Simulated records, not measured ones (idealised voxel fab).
The name of this process module is voxel gate over fins.
Displayed cross-section: cut, width of 240 nm, square cells sized 5 nm.
When this document writes out a cross-section, it uses a grid of square cells and lists it as bands, beginning at the top and moving down, with a band standing for one or more rows of cells.
First you get the band's top height and its bottom height, in nm, and then the materials it's made of, left to right, with each width in nm. If you see a single material with "edge to edge", that one covers the band edge to edge. "air" is empty space.
For the purposes of this specification, 0 denotes the height below which the wafer in its as-received condition is composed wholly of one material, and the lowermost band, lacking a lower limit, extends downward without end, as expressed in "0 and below".
Per-row width for "30 to 40": begins at first number (top row of band), ends at second number (bottom row), increment between rows held constant.
"everything unchanged" after a step means that no cell of the cross-section changed.
What "Trapped void list" gives you is every empty space of 8 cells or more that is cut off from the top. Each appears as width x height at distance, with the distance taken from the left edge and width, height and distance all in nm.
If you see something after the settings on a step's line, that's the simulator's own remark about that step.
Each step line may optionally specify "overlay nm", which for a step with a mask gives the rightward distance between the mask's planned place and where it lay, a negative value indicating the leftward direction.
## So here's the lineup of process steps we planned
1 RECEIVE | material Si
2 CONFORMAL_DEP | material SiN | thk nm 5
3 DIRECTIONAL_DEP | material aC | thk nm 15
4 PATTERN | tone cover | mask id FINS | material resist | width nm 15 | pitch nm 50 | thk nm 30 | overlay nm 0
5 DIRECTIONAL_ETCH | etch materials aC | depth nm 15
6 STRIP | etch materials resist
7 DIRECTIONAL_ETCH | etch materials SiN | depth nm 5
8 DIRECTIONAL_ETCH | etch materials Si | depth nm 35
9 STRIP | etch materials aC
10 OXIDIZE | depth nm 5
11 FILL_DEP | material SiO2 | thk nm 15
12 CMP | height nm 5
13 DIRECTIONAL_DEP | material aC | thk nm 10
14 PATTERN | tone open | mask id RAIL | material resist | width nm 15 | thk nm 30 | overlay nm 0
15 DIRECTIONAL_ETCH | etch materials aC | depth nm 10
16 STRIP | etch materials resist
17 DIRECTIONAL_ETCH | etch materials SiO2 | depth nm 35
18 STRIP | etch materials aC
19 CONFORMAL_DEP | material TiN | thk nm 5
20 FILL_DEP | material W | thk nm 5
21 CMP | height nm 5
22 SELECTIVE_ETCH | etch materials W Ru TiN | depth nm 25
23 FILL_DEP | material SiO2 | thk nm 5
24 CMP | height nm 5
25 SELECTIVE_ETCH | etch materials SiO2 | depth nm 15
26 STRIP | etch materials SiN
27 CONFORMAL_DEP | material HfO2 | thk nm 5
28 CONFORMAL_DEP | material TiN | thk nm 5
29 CONFORMAL_DEP | material TiAl | thk nm 5
30 CONFORMAL_DEP | material TiN | thk nm 5
31 FILL_DEP | material W | thk nm 15
32 CMP | height nm 30
33 CONFORMAL_DEP | material SiN | thk nm 10
## first wafer, as planned
## Cross-section, incoming material, after step 1
0 and below  Si edge to edge
Trapped void list: none
## After step 2: wafer cross-section
5 down to 0  SiN edge to edge
Under the height 0 nothing was changed.
## After step 3: wafer cross-section
20 down to 5  aC edge to edge
Under the height 5 nothing was changed.
## After step 4: wafer cross-section
50 down to 20  85 nm air / 15 nm resist / 35 nm air / 15 nm resist / 90 nm air
Under the height 20 nothing was changed.
## After step 5: wafer cross-section
35 down to 20  85 nm air / 15 nm resist / 35 nm air / 15 nm resist / 90 nm air
20 down to 5  85 nm air / 15 nm aC / 35 nm air / 15 nm aC / 90 nm air
Under the height 5 nothing was changed.
## After step 6: wafer cross-section
20 down to 5  85 nm air / 15 nm aC / 35 nm air / 15 nm aC / 90 nm air
Under the height 5 nothing was changed.
## After step 7: wafer cross-section
20 down to 5  85 nm air / 15 nm aC / 35 nm air / 15 nm aC / 90 nm air
5 down to 0  85 nm air / 15 nm SiN / 35 nm air / 15 nm SiN / 90 nm air
Under the height 0 nothing was changed.
## After step 8: wafer cross-section
20 down to 5  85 nm air / 15 nm aC / 35 nm air / 15 nm aC / 90 nm air
5 down to 0  85 nm air / 15 nm SiN / 35 nm air / 15 nm SiN / 90 nm air
0 down to -35  85 nm air / 15 nm Si / 35 nm air / 15 nm Si / 90 nm air
Under the height -35 nothing was changed.
## After step 9: wafer cross-section
5 down to 0  85 nm air / 15 nm SiN / 35 nm air / 15 nm SiN / 90 nm air
Under the height 0 nothing was changed.
## After step 10: wafer cross-section
5 down to 0  85 nm air / 15 nm SiN / 35 nm air / 15 nm SiN / 90 nm air
0 down to -35  85 nm air / 5 nm SiO2 / 5 nm Si / 5 nm SiO2 / 35 nm air / 5 nm SiO2 / 5 nm Si / 5 nm SiO2 / 90 nm air
-35 down to -40  90 nm SiO2 / 5 nm Si / 45 nm SiO2 / 5 nm Si / 95 nm SiO2
Under the height -40 nothing was changed.
## After step 11: wafer cross-section
20 down to 5  SiO2 edge to edge
5 down to 0  85 nm SiO2 / 15 nm SiN / 35 nm SiO2 / 15 nm SiN / 90 nm SiO2
0 down to -40  90 nm SiO2 / 5 nm Si / 45 nm SiO2 / 5 nm Si / 95 nm SiO2
Under the height -40 nothing was changed.
## After step 12: wafer cross-section
5 down to 0  85 nm SiO2 / 15 nm SiN / 35 nm SiO2 / 15 nm SiN / 90 nm SiO2
Under the height 0 nothing was changed.
## After step 13: wafer cross-section
15 down to 5  aC edge to edge
Under the height 5 nothing was changed.
## After step 14: wafer cross-section
45 down to 15  110 nm resist / 15 nm air / 115 nm resist
Under the height 15 nothing was changed.
## After step 15: wafer cross-section
35 down to 15  110 nm resist / 15 nm air / 115 nm resist
15 down to 5  110 nm aC / 15 nm air / 115 nm aC
Under the height 5 nothing was changed.
## After step 16: wafer cross-section
15 down to 5  110 nm aC / 15 nm air / 115 nm aC
Under the height 5 nothing was changed.
## After step 17: wafer cross-section
15 down to 5  110 nm aC / 15 nm air / 115 nm aC
5 down to 0  85 nm SiO2 / 15 nm SiN / 10 nm SiO2 / 15 nm air / 10 nm SiO2 / 15 nm SiN / 90 nm SiO2
0 down to -30  90 nm SiO2 / 5 nm Si / 15 nm SiO2 / 15 nm air / 15 nm SiO2 / 5 nm Si / 95 nm SiO2
Under the height -30 nothing was changed.
## After step 18: wafer cross-section
5 down to 0  85 nm SiO2 / 15 nm SiN / 10 nm SiO2 / 15 nm air / 10 nm SiO2 / 15 nm SiN / 90 nm SiO2
Under the height 0 nothing was changed.
## After step 19: wafer cross-section
10 down to 5  115 nm TiN / 5 nm air / 120 nm TiN
5 down to 0  85 nm SiO2 / 15 nm SiN / 10 nm SiO2 / 5 nm TiN / 5 nm air / 5 nm TiN / 10 nm SiO2 / 15 nm SiN / 90 nm SiO2
0 down to -25  90 nm SiO2 / 5 nm Si / 15 nm SiO2 / 5 nm TiN / 5 nm air / 5 nm TiN / 15 nm SiO2 / 5 nm Si / 95 nm SiO2
-25 down to -30  90 nm SiO2 / 5 nm Si / 15 nm SiO2 / 15 nm TiN / 15 nm SiO2 / 5 nm Si / 95 nm SiO2
Under the height -30 nothing was changed.
## After step 20: wafer cross-section
15 down to 10  W edge to edge
10 down to 5  115 nm TiN / 5 nm W / 120 nm TiN
5 down to 0  85 nm SiO2 / 15 nm SiN / 10 nm SiO2 / 5 nm TiN / 5 nm W / 5 nm TiN / 10 nm SiO2 / 15 nm SiN / 90 nm SiO2
0 down to -25  90 nm SiO2 / 5 nm Si / 15 nm SiO2 / 5 nm TiN / 5 nm W / 5 nm TiN / 15 nm SiO2 / 5 nm Si / 95 nm SiO2
Under the height -25 nothing was changed.
## After step 21: wafer cross-section
5 down to 0  85 nm SiO2 / 15 nm SiN / 10 nm SiO2 / 5 nm TiN / 5 nm W / 5 nm TiN / 10 nm SiO2 / 15 nm SiN / 90 nm SiO2
Under the height 0 nothing was changed.
## After step 22: wafer cross-section
5 down to 0  85 nm SiO2 / 15 nm SiN / 10 nm SiO2 / 15 nm air / 10 nm SiO2 / 15 nm SiN / 90 nm SiO2
0 down to -20  90 nm SiO2 / 5 nm Si / 15 nm SiO2 / 15 nm air / 15 nm SiO2 / 5 nm Si / 95 nm SiO2
Under the height -20 nothing was changed.
## After step 23: wafer cross-section
10 down to 5  SiO2 edge to edge
5 down to 0  85 nm SiO2 / 15 nm SiN / 35 nm SiO2 / 15 nm SiN / 90 nm SiO2
0 down to -20  90 nm SiO2 / 5 nm Si / 45 nm SiO2 / 5 nm Si / 95 nm SiO2
Under the height -20 nothing was changed.
## After step 24: wafer cross-section
5 down to 0  85 nm SiO2 / 15 nm SiN / 35 nm SiO2 / 15 nm SiN / 90 nm SiO2
Under the height 0 nothing was changed.
## After step 25: wafer cross-section
5 down to 0  85 nm air / 15 nm SiN / 35 nm air / 15 nm SiN / 90 nm air
0 down to -10  90 nm air / 5 nm Si / 45 nm air / 5 nm Si / 95 nm air
Under the height -10 nothing was changed.
## After step 26: wafer cross-section
0 down to -10  90 nm air / 5 nm Si / 45 nm air / 5 nm Si / 95 nm air
Under the height -10 nothing was changed.
## After step 27: wafer cross-section
5 down to 0  85 nm air / 15 nm HfO2 / 35 nm air / 15 nm HfO2 / 90 nm air
0 down to -5  85 nm air / 5 nm HfO2 / 5 nm Si / 5 nm HfO2 / 35 nm air / 5 nm HfO2 / 5 nm Si / 5 nm HfO2 / 90 nm air
-5 down to -10  90 nm HfO2 / 5 nm Si / 45 nm HfO2 / 5 nm Si / 95 nm HfO2
Under the height -10 nothing was changed.
## After step 28: wafer cross-section
10 down to 5  80 nm air / 25 nm TiN / 25 nm air / 25 nm TiN / 85 nm air
5 down to 0  80 nm air / 5 nm TiN / 15 nm HfO2 / 5 nm TiN / 25 nm air / 5 nm TiN / 15 nm HfO2 / 5 nm TiN / 85 nm air
0 down to -5  85 nm TiN / 5 nm HfO2 / 5 nm Si / 5 nm HfO2 / 35 nm TiN / 5 nm HfO2 / 5 nm Si / 5 nm HfO2 / 90 nm TiN
Under the height -5 nothing was changed.
## After step 29: wafer cross-section
15 down to 10  75 nm air / 35 nm TiAl / 15 nm air / 35 nm TiAl / 80 nm air
10 down to 5  75 nm air / 5 nm TiAl / 25 nm TiN / 5 nm TiAl / 15 nm air / 5 nm TiAl / 25 nm TiN / 5 nm TiAl / 80 nm air
5 down to 0  80 nm TiAl / 5 nm TiN / 15 nm HfO2 / 5 nm TiN / 25 nm TiAl / 5 nm TiN / 15 nm HfO2 / 5 nm TiN / 85 nm TiAl
Under the height 0 nothing was changed.
## After step 30: wafer cross-section
20 down to 15  70 nm air / 45 nm TiN / 5 nm air / 45 nm TiN / 75 nm air
15 down to 10  70 nm air / 5 nm TiN / 35 nm TiAl / 5 nm TiN / 5 nm air / 5 nm TiN / 35 nm TiAl / 5 nm TiN / 75 nm air
10 down to 5  75 nm TiN / 5 nm TiAl / 25 nm TiN / 5 nm TiAl / 15 nm TiN / 5 nm TiAl / 25 nm TiN / 5 nm TiAl / 80 nm TiN
Under the height 5 nothing was changed.
## After step 31: wafer cross-section
35 down to 20  W edge to edge
20 down to 15  70 nm W / 45 nm TiN / 5 nm W / 45 nm TiN / 75 nm W
15 down to 10  70 nm W / 5 nm TiN / 35 nm TiAl / 5 nm TiN / 5 nm W / 5 nm TiN / 35 nm TiAl / 5 nm TiN / 75 nm W
Under the height 10 nothing was changed.
## After step 32: wafer cross-section
30 down to 20  W edge to edge
Under the height 20 nothing was changed.
## After step 33: wafer cross-section
40 down to 30  SiN edge to edge
Under the height 30 nothing was changed.
## The second wafer began exactly as the first did and followed the same plan, but one mistake was made while running it; through step 28 inclusive, the two wafers are identical
when step 29 should have ended: everything unchanged
## when step 30 should have ended
15 down to 5  75 nm air / 35 nm TiN / 15 nm air / 35 nm TiN / 80 nm air
5 down to 0  85 nm TiN / 15 nm HfO2 / 35 nm TiN / 15 nm HfO2 / 90 nm TiN
Under the height 0 nothing was changed.
## when step 31 should have ended
30 down to 15  W edge to edge
15 down to 5  75 nm W / 35 nm TiN / 15 nm W / 35 nm TiN / 80 nm W
Under the height 5 nothing was changed.
when step 32 should have ended: everything unchanged
## when step 33 should have ended
40 down to 30  SiN edge to edge
Under the height 30 nothing was changed.
Deviation noted in wafer processing: step 29 of the plan got skipped, so it never ran
The second wafer ends with more or fewer cells of some materials than the first, per final count: -56 TiAl | +56 W
